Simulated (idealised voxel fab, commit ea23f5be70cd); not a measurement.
You're looking at the process module voxel released beams.
Each square cell in cross-section cut measures 5 nm, and the section as a whole is 195 nm wide.
How to read a cross-section here: the picture is a grid of square cells, written as bands going from the top down, and any band can span one or more rows of cells.
First you get the band's top height and its bottom height, in nm, and then the materials it's made of, left to right, with each width in nm. If you see a single material with "edge to edge", that one covers the band edge to edge. "empty" is empty space.
It should be noted that heights are counted from 0, beneath which the wafer as supplied is of one material throughout, and that the lowest band possesses no lower boundary but continues downward, as written in "0 -> down".
You'd read "30 to 40" like this: the band's top row of cells is as wide as the first number, its bottom row is as wide as the second, and going down, every row changes width by the same amount as the row before did.
A step reported as "nothing was modified" is a step in which no cell of the cross-section changed.
Heads up: "Cavities, closed" only lists the empty pockets with no open path to the top that are 8 cells or more, and it writes them as width x height at distance, distance from the left edge, in nm.
Read whatever lies past the settings on a step's line as the simulator's own remark about the step.
overlay nm: for a step with a mask, the amount by which the mask lay right of where it was planned; a negative amount means left of it.

The steps planned for the process are as follows:
1: RECEIVE,material Si
2: CONFORMAL_DEP,material SiN,thk nm 10
3: DIRECTIONAL_DEP,material SiO2,thk nm 20
4: MASKED_ETCH,tone open,mask id ANCHOR,width nm 45,etch materials SiO2,depth nm 20,overlay nm 0
5: CONFORMAL_DEP,material TiN,thk nm 15
6: PATTERN,tone cover,mask id BEAM,material resist,width nm 125,thk nm 15,overlay nm 0
7: DIRECTIONAL_ETCH,etch materials TiN,depth nm 15
8: STRIP,etch materials resist
9: STRIP,etch materials SiO2

Received-state cross-section, reflecting completion of step 1:
> 0 -> down  Si edge to edge
> Cavities, closed: none

The following cross-section depicts the wafer upon conclusion of the module. Processing commenced from the starting condition illustrated above and adhered to the plan illustrated above, save for one mistake in execution:
> 45 -> 30  30 empty  125 TiN  40 empty
> 30 -> 20  SiN edge to edge
> 20 -> 0  SiO2 edge to edge
> 0 -> down  Si edge to edge
> Cavities, closed: none
Want to know what went wrong? a sequencing error occurred in which plan steps 2 and 3 were transposed
